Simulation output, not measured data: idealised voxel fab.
voxel air gaps: a process module
Pictured: cross-section cut, 295 nm wide, on a grid of 5 nm square cells.
Cross-section, as written here: a square-cell grid given band by band from the top down, where a band holds one or more rows of cells. Within each band entry, the heights of the top and of the bottom of the band appear first, in that order and in nm; the materials of the band then follow from left to right, each with its corresponding width in nm. The designation "full width" on a single material indicates that it fills the band from edge to edge; the designation "blank" indicates empty space. The reference from which all heights are counted is 0, the level beneath which the as-received wafer is entirely one material; the lowest band, having no lower bound, proceeds downward and is written after the example "0 nm and below". Graded width ("30->40"): value in top row of band = first number; value in bottom row = second number; row-to-row change constant. When a step is marked "no modifications", none of the cells in the cross-section changed during that step. The entry "Enclosed void listing" lists the empty spaces that cover at least 8 cells and have no open path to the top. Each is written as width x height at distance, where the distance is measured from the left edge and all three values are in nm. It should be noted that, on the line of a given step, the content following the step's settings is a remark produced by the simulator itself with respect to that step. On any step carrying a mask, the "overlay nm" setting, if present on the step's line, tells how far right of its planned place the mask lay; negative values point to the left.

## plan
1,RECEIVE | material Si
2,CONFORMAL_DEP | material SiO2 | thk nm 15
3,CONFORMAL_DEP | material SiN | thk nm 5
4,DIRECTIONAL_DEP | material lowk | thk nm 35
5,MASKED_ETCH | tone open | mask id LINES | width nm 20 | pitch nm 50 | etch materials lowk | depth nm 35 | overlay nm 0
6,CONFORMAL_DEP | material TiN | thk nm 5
7,FILL_DEP | material Cu | thk nm 5
8,CMP | height nm 55
9,EPI | material Ru | thk nm 10
10,SELECTIVE_ETCH | etch materials lowk | depth nm 45
11,CONFORMAL_DEP | material SiN | thk nm 5

## Incoming wafer, cross-sectional view, post step 1
  0 nm and below = Si full width
  Enclosed void listing: none

## Wafer at module end, in section. Began as above, planned as above, run with one mistake
  70 nm to 65 nm = blank 65 / SiN 160 / blank 70
  65 nm to 55 nm = blank 65 / SiN 5 / Ru 150 / SiN 5 / blank 70
  55 nm to 50 nm = blank 65 / SiN 15 / TiN 5 / Cu 20 / TiN 5 / lowk 20 / TiN 5 / Cu 20 / TiN 5 / lowk 20 / TiN 5 / Cu 20 / TiN 5 / SiN 15 / blank 70
  50 nm to 25 nm = blank 75 / SiN 5 / TiN 5 / Cu 20 / TiN 5 / lowk 20 / TiN 5 / Cu 20 / TiN 5 / lowk 20 / TiN 5 / Cu 20 / TiN 5 / SiN 5 / blank 80
  25 nm to 20 nm = SiN 80 / TiN 30 / lowk 20 / TiN 30 / lowk 20 / TiN 30 / SiN 85
  20 nm to 15 nm = SiN full width
  15 nm to 0 nm = SiO2 full width
  0 nm and below = Si full width
  Enclosed void listing: none
Nonconformance to the process plan: step 5 was processed under conditions differing from the plan, specifically as MASKED_ETCH | tone open | mask id LINES | width nm 30 | pitch nm 50 | etch materials lowk | depth nm 35 | overlay nm 0
